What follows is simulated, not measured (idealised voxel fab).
A process module follows: voxel released beams.
Displayed cross-section: cut, width of 260 nm, square cells sized 5 nm.
Reading order for cross-sections: top band down to bottom band. Underlying form: a grid of square cells. Band size: one or more rows of cells.
Basically the band line says how high the top is and how high the bottom is, in nm, and then what's in it from left to right, every material with its width in nm. Empty space shows up as "air", and if a single material carries "edge to edge" it runs the full band edge to edge.
Ref level 0: as-received wafer is one material below here. Bottom band extends down with no lower bound ("top 0, no bottom").
Top row gets the first number, bottom row gets the second, and each row in between changes by the same step: that is how a band width like "30..40" works.
You'll sometimes find "no modification" written for a step, and that's the way of saying that nowhere in the cross-section did a cell change during that step.
The entry titled "Closed void listing" provides the empty spaces that have no open way to the top, restricted to those of 8 cells or more. Each is presented as width x height at distance, the distance being measured from the left edge, with all three in nm.
Note: text after step settings on the step line = simulator remark on that step.
If you see "overlay nm" on a step's line and that step has a mask, it's telling you how far right of where it was planned the mask ended up; a negative number means it went left instead.

**Process steps (planned)**
- 1: RECEIVE | material Si
- 2: CONFORMAL_DEP | material Al2O3 | thk nm 5
- 3: DIRECTIONAL_DEP | material SiO2 | thk nm 10
- 4: PATTERN | tone open | mask id ANCHOR | material resist | width nm 25 | thk nm 20 | overlay nm 0
- 5: DIRECTIONAL_ETCH | etch materials SiO2 | depth nm 10
- 6: STRIP | etch materials resist
- 7: CONFORMAL_DEP | material SiN | thk nm 10
- 8: PATTERN | tone cover | mask id BEAM | material resist | width nm 105 | thk nm 15 | overlay nm 0
- 9: DIRECTIONAL_ETCH | etch materials SiN | depth nm 10
- 10: STRIP | etch materials resist
- 11: STRIP | etch materials SiO2

**Cross-section of the wafer upon arrival, representing the state reached after step 1**
> top 0, no bottom = Si edge to edge
> Closed void listing: none

**The first of two wafers, cross-sectioned at the end of the module, with the run proceeding as planned**
> top 25, bottom 15 = air 75 nm, SiN 15 nm, air 5 nm, SiN 85 nm, air 80 nm
> top 15, bottom 5 = air 80 nm, SiN 25 nm, air 155 nm
> top 5, bottom 0 = Al2O3 edge to edge
> top 0, no bottom = Si edge to edge
> Closed void listing: none

**Here is the second of the two wafers cut open at the end of the module - same start, same plan as the first one, but we made one mistake running it**
> top 25, bottom 15 = air 75 nm, SiN 105 nm, air 80 nm
> top 15, bottom 10 = Al2O3 edge to edge
> top 10, bottom 0 = SiO2 edge to edge
> top 0, no bottom = Si edge to edge
> Closed void listing: none
Diagnosis: steps 2 and 3 swapped
Looking at both finished wafers in cells, the second ends up ahead of or behind the first on some materials: -8 SiN | +104 SiO2
